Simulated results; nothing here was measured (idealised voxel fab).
Title: Process Module voxel self aligned vias
In the cross-section labelled cut, the width is 205 nm and each square cell is 5 nm.
Each cross-section below is a grid of square cells, stated as bands in top-down order, with one or more rows of cells making up each band. What a band's entry tells you: where the top is and where the bottom is, as heights in nm, and after that what lies inside, material by material from left to right, each with its width in nm. Empty space is written as the word "empty", and a single material marked with the word "full width" occupies the band from edge to edge. The reference from which all heights are counted is 0, the level beneath which the as-received wafer is entirely one material; the lowest band, having no lower bound, proceeds downward and is written after the example "0 nm and below". Graded width ("30->40"): value in top row of band = first number; value in bottom row = second number; row-to-row change constant. Basically "remained the same" means that step didn't change any cell in the cross-section. "Unvented cavities" means: voids of 8 cells or more that are shut off from the top with no open way through. Written width x height at distance, distance from the left edge, in nm. Where a step's line continues beyond its settings, the continuation is a remark by the simulator itself on that step. overlay nm: how far to the right of its planned place the mask lay on this masked step (negative: to the left).
[Process steps (planned)]
1. RECEIVE, material Si
2. CONFORMAL_DEP, material SiO2, thk nm 15
3. CONFORMAL_DEP, material SiCN, thk nm 5
4. DIRECTIONAL_DEP, material SiO2, thk nm 20
5. PATTERN, tone open, mask id LINES, material resist, width nm 25, pitch nm 60, thk nm 20, overlay nm 0
6. DIRECTIONAL_ETCH, etch materials SiO2, depth nm 20
7. STRIP, etch materials resist
8. CONFORMAL_DEP, material TiN, thk nm 5
9. FILL_DEP, material Ru, thk nm 5
10. CMP, height nm 40
11. SELECTIVE_ETCH, etch materials W Ru TiN, depth nm 5
12. FILL_DEP, material SiN, thk nm 5
13. CMP, height nm 40
14. DIRECTIONAL_DEP, material SiO2, thk nm 15
15. MASKED_ETCH, tone open, mask id VIAS, width nm 45, pitch nm 60, etch materials SiO2, depth nm 15, overlay nm 0
16. MASKED_ETCH, tone open, mask id VIAS, width nm 45, pitch nm 60, etch materials SiN, depth nm 5, overlay nm 0
17. CONFORMAL_DEP, material TiN, thk nm 5
18. FILL_DEP, material W, thk nm 5
19. CMP, height nm 55
20. CONFORMAL_DEP, material SiN, thk nm 5
[Delivered wafer in cross-section: state after step 1]
> 0 nm and below = Si full width
> Unvented cavities: none
[Cross-sectional view of the first of the two wafers upon completion of the module, processed in accordance with the plan]
> 60 nm to 55 nm = SiN full width
> 55 nm to 45 nm = 20 SiO2, then 5 TiN, then 35 W, then 5 TiN, then 15 SiO2, then 5 TiN, then 35 W, then 5 TiN, then 15 SiO2, then 5 TiN, then 35 W, then 5 TiN, then 20 SiO2
> 45 nm to 40 nm = 20 SiO2, then 15 TiN, then 15 W, then 15 TiN, then 15 SiO2, then 15 TiN, then 15 W, then 15 TiN, then 15 SiO2, then 15 TiN, then 15 W, then 15 TiN, then 20 SiO2
> 40 nm to 35 nm = 30 SiO2, then 25 TiN, then 35 SiO2, then 25 TiN, then 35 SiO2, then 25 TiN, then 30 SiO2
> 35 nm to 25 nm = 30 SiO2, then 5 TiN, then 15 Ru, then 5 TiN, then 35 SiO2, then 5 TiN, then 15 Ru, then 5 TiN, then 35 SiO2, then 5 TiN, then 15 Ru, then 5 TiN, then 30 SiO2
> 25 nm to 20 nm = 30 SiO2, then 25 TiN, then 35 SiO2, then 25 TiN, then 35 SiO2, then 25 TiN, then 30 SiO2
> 20 nm to 15 nm = SiCN full width
> 15 nm to 0 nm = SiO2 full width
> 0 nm and below = Si full width
> Unvented cavities: none
[Cross-sectional view: second of two wafers, end of module; start and plan identical to the first, one mistake in running]
> 60 nm to 55 nm = SiN full width
> 55 nm to 45 nm = 20 SiO2, then 5 TiN, then 35 W, then 5 TiN, then 15 SiO2, then 5 TiN, then 35 W, then 5 TiN, then 15 SiO2, then 5 TiN, then 35 W, then 5 TiN, then 20 SiO2
> 45 nm to 40 nm = 20 SiO2, then 20 TiN, then 10 W, then 15 TiN, then 15 SiO2, then 20 TiN, then 10 W, then 15 TiN, then 15 SiO2, then 20 TiN, then 10 W, then 15 TiN, then 20 SiO2
> 40 nm to 35 nm = 35 SiO2, then 20 TiN, then 40 SiO2, then 20 TiN, then 40 SiO2, then 20 TiN, then 30 SiO2
> 35 nm to 25 nm = 35 SiO2, then 5 TiN, then 10 Ru, then 5 TiN, then 40 SiO2, then 5 TiN, then 10 Ru, then 5 TiN, then 40 SiO2, then 5 TiN, then 10 Ru, then 5 TiN, then 30 SiO2
> 25 nm to 20 nm = 35 SiO2, then 20 TiN, then 40 SiO2, then 20 TiN, then 40 SiO2, then 20 TiN, then 30 SiO2
> 20 nm to 15 nm = SiCN full width
> 15 nm to 0 nm = SiO2 full width
> 0 nm and below = Si full width
> Unvented cavities: none
So what did we get wrong on this run? rather than as planned, step 5 actually ran as PATTERN, tone open, mask id LINES, material resist, width nm 20, pitch nm 60, thk nm 20, overlay nm 0
Final wafer comparison in cells, second versus first, more or fewer per material: 6 fewer of Ru | 12 more of SiO2 | 3 fewer of TiN | 3 fewer of W
